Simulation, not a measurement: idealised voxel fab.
process module | voxel wiring stack
cross-section cut | 240 nm wide | cells 5 nm
A cross-section is a grid of square cells, given in bands from the top down. A band is one or more rows of cells.
Each band's line starts with the height of the band's top and of its bottom, in nm. Then come its materials from left to right, each with its width in nm. One material with "throughout" fills the band from edge to edge. "air" is empty space.
Height 0 is the level under which the wafer as received is all one material. The lowest band goes on downwards, as in "0 down".
A width such as "30 to 40" changes by the same amount from each row of cells to the next, from the band's top row to its bottom row.
"no change" after a step means that no cell of the cross-section changed.
closed voids: empty space of 8 cells or more with no open way to the top, each as width x height at its distance from the left edge, in nm
after a step's settings: what the simulator itself notes on the step
overlay nm, on a step with a mask: how far to the right of its planned place the mask lay; to the left if negative
plan
1 op RECEIVE | material Si
2 op CONFORMAL_DEP | material SiO2 | thk nm 15
3 op CONFORMAL_DEP | material SiN | thk nm 5
4 op DIRECTIONAL_DEP | material SiO2 | thk nm 15
5 op PATTERN | tone open | mask id METAL_1 | material resist | width nm 30 | pitch nm 50 | thk nm 20 | overlay nm 0
6 op DIRECTIONAL_ETCH | etch materials SiO2 | depth nm 15
7 op DIRECTIONAL_ETCH | etch materials SiN | depth nm 5
8 op STRIP | etch materials resist
9 op CONFORMAL_DEP | material TiN | thk nm 5
10 op FILL_DEP | material Cu | thk nm 10
11 op CMP | height nm 35
12 op EPI | material Ru | thk nm 5
13 op FILL_DEP | material SiCN | thk nm 5
14 op DIRECTIONAL_DEP | material lowk | thk nm 25
15 op DIRECTIONAL_DEP | material aC | thk nm 15
16 op PATTERN | tone open | mask id METAL_2 | material resist | width nm 30 | pitch nm 50 | thk nm 35 | overlay nm 0
17 op DIRECTIONAL_ETCH | etch materials aC | depth nm 15
18 op STRIP | etch materials resist
19 op DIRECTIONAL_ETCH | etch materials lowk | depth nm 15
20 op STRIP | etch materials aC
21 op PATTERN | tone open | mask id METAL_2_HOLES | material resist | width nm 15 | thk nm 15 | overlay nm 0
22 op DIRECTIONAL_ETCH | etch materials lowk | depth nm 10
23 op DIRECTIONAL_ETCH | etch materials SiCN | depth nm 5
24 op STRIP | etch materials resist
25 op CONFORMAL_DEP | material TiN | thk nm 5
26 op FILL_DEP | material Ru | thk nm 10
27 op CMP | height nm 70
28 op CONFORMAL_DEP | material SiN | thk nm 5
as received, after step 1
  0 down: Si throughout
  closed voids: none
a wafer at the end: this start, this plan, one mistake
  75 to 70: SiN throughout
  70 to 60: lowk 80 | TiN 5 | Ru 20 | TiN 5 | lowk 20 | TiN 5 | Ru 20 | TiN 5 | lowk 80
  60 to 55: lowk 80 | TiN 5 | Ru 5 | TiN 20 | lowk 20 | TiN 30 | lowk 80
  55 to 45: lowk 80 | TiN 5 | Ru 5 | TiN 5 | lowk 145
  45 to 40: SiCN 80 | TiN 15 | SiCN 145
  40 to 35: Ru 85 | SiCN 20 | Ru 30 | SiCN 20 | Ru 85
  35 to 20: Cu 75 | TiN 5 | SiO2 30 | TiN 5 | Cu 10 | TiN 5 | SiO2 30 | TiN 5 | Cu 75
  20 to 15: TiN 80 | SiN 30 | TiN 20 | SiN 30 | TiN 80
  15 to 0: SiO2 throughout
  0 down: Si throughout
  closed voids: none
what went wrong: step 5 ran as: op PATTERN | tone cover | mask id METAL_1 | material resist | width nm 30 | pitch nm 50 | thk nm 20 | overlay nm 0
